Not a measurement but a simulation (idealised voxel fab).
A process module follows: voxel fin reveal.
The figure presents cross-section cut, which has a width of 275 nm and is divided into square cells with an edge length of 5 nm.
Cross-section = grid of square cells, listed top down in bands; band = one or more rows. Each band's line starts with the height of the band's top and of its bottom, in nm. Then come its materials from left to right, each with its width in nm. One material with "edge to edge" fills the band from edge to edge. "air" is empty space. Heights are measured from 0, the level below which the as-received wafer is all one material; the lowest band has no bottom and continues downward, written as in "0 -> down". With a width like "30 to 40", each row of cells in the band differs from the next by the same amount, the top row carrying the first number and the bottom row the second. Key: "nothing changed" - step with no changed cell in the cross-section. What "Unvented cavities" gives you is every empty space of 8 cells or more that is cut off from the top. Each appears as width x height at distance, with the distance taken from the left edge and width, height and distance all in nm. Heads up: the bit after the settings on a step's line is the simulator's remark on that step. "overlay nm" on a masked step: distance the mask lay right of its planned place, negative for left.
This section lists the process steps that were planned:
| 1 | RECEIVE [material Si] |
| 2 | CONFORMAL_DEP [material SiN] [thk nm 5] |
| 3 | DIRECTIONAL_DEP [material aC] [thk nm 10] |
| 4 | PATTERN [tone cover] [mask id FINS] [material resist] [width nm 15] [pitch nm 35] [thk nm 25] [overlay nm 0] |
| 5 | DIRECTIONAL_ETCH [etch materials aC] [depth nm 10] |
| 6 | STRIP [etch materials resist] |
| 7 | DIRECTIONAL_ETCH [etch materials SiN] [depth nm 5] |
| 8 | DIRECTIONAL_ETCH [etch materials Si] [depth nm 35] |
| 9 | STRIP [etch materials aC] |
| 10 | FILL_DEP [material SiO2] [thk nm 5] |
| 11 | CMP [height nm 5] |
| 12 | SELECTIVE_ETCH [etch materials SiO2] [depth nm 5] |
| 13 | STRIP [etch materials SiN] |
| 14 | CONFORMAL_DEP [material SiO2] [thk nm 5] |
Across this set of wafers, the varied parameter is the depth nm of step 12. Starting conditions are identical for every wafer, and the plan reports the value assigned to the first wafer.
Incoming state of the first of several wafers in cross-section: after step 1:
> 0 -> down = Si edge to edge
> Unvented cavities: none
Below, a row for every wafer. Read it as the end-of-module picture: for each material the wafer shows its cells gained (+) or lost (-) since it was received, and then its closed voids:
depth nm 5 | -322 Si | +377 SiO2 | Unvented cavities: none
depth nm 10 | -322 Si | +337 SiO2 | Unvented cavities: none
depth nm 15 | -322 Si | +297 SiO2 | Unvented cavities: none
depth nm 20 | -322 Si | +257 SiO2 | Unvented cavities: none
depth nm 25 | -322 Si | +217 SiO2 | Unvented cavities: none
depth nm 30 | -322 Si | +177 SiO2 | Unvented cavities: none
